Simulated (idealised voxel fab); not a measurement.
Title: Process Module voxel spacer lines
In the cross-section labelled cut, the width is 200 nm and each square cell is 5 nm.
Each cross-section below is a grid of square cells, stated as bands in top-down order, with one or more rows of cells making up each band. Per band: top height and bottom height in nm, followed by the left-to-right materials and their widths in nm; "edge to edge" marks a single material spanning edge to edge, "blank" marks empty space. Heights are expressed relative to 0, this being the level below which the as-received wafer comprises one material exclusively. The lowest band is unbounded in the downward direction and is denoted as in "from 0 down". Quick explanation for "30 to 40": the width changes in equal steps down the rows of cells, from the first number in the band's top row to the second number in its bottom row. Basically "remains unaltered" means that step didn't change any cell in the cross-section. Empty spaces without an open route to the top, at least 8 cells in extent, make up the entry "Voids, sealed"; each is given as width x height at distance, where the distance is measured from the left edge, and all are in nm. The remark found on a step's line after its settings is issued by the simulator itself and pertains to that step. overlay nm: where the mask lay relative to plan, measured to the right, on steps with a mask; negatives go left.
Below is the list of planned process steps:
1,op RECEIVE | material Si
2,op CONFORMAL_DEP | material Al2O3 | thk nm 10
3,op DIRECTIONAL_DEP | material TiN | thk nm 15
4,op DIRECTIONAL_DEP | material aC | thk nm 20
5,op PATTERN | tone cover | mask id MANDREL | material resist | width nm 25 | pitch nm 70 | thk nm 25 | overlay nm 0
6,op DIRECTIONAL_ETCH | etch materials aC | depth nm 20
7,op STRIP | etch materials resist
8,op CONFORMAL_DEP | material SiO2 | thk nm 10
9,op DIRECTIONAL_ETCH | etch materials SiO2 | depth nm 10
10,op STRIP | etch materials aC
11,op DIRECTIONAL_ETCH | etch materials TiN | depth nm 15
12,op STRIP | etch materials SiO2
The cross-section here shows the wafer as received, i.e. in its state after step 1:
- from 0 down = Si edge to edge
- Voids, sealed: none
Result of the module, cross-sectioned: start per above, plan per above, one error in how it was run:
- from 25 to 10 = 15 nm blank, then 10 nm TiN, then 5 nm blank, then 10 nm TiN, then 45 nm blank, then 10 nm TiN, then 5 nm blank, then 10 nm TiN, then 45 nm blank, then 10 nm TiN, then 5 nm blank, then 10 nm TiN, then 20 nm blank
- from 10 to 0 = Al2O3 edge to edge
- from 0 down = Si edge to edge
- Voids, sealed: none
In executing the process, a mistake was made relative to the plan: step 5 did not use the planned setting and instead ran as op PATTERN | tone open | mask id MANDREL | material resist | width nm 25 | pitch nm 70 | thk nm 25 | overlay nm 0
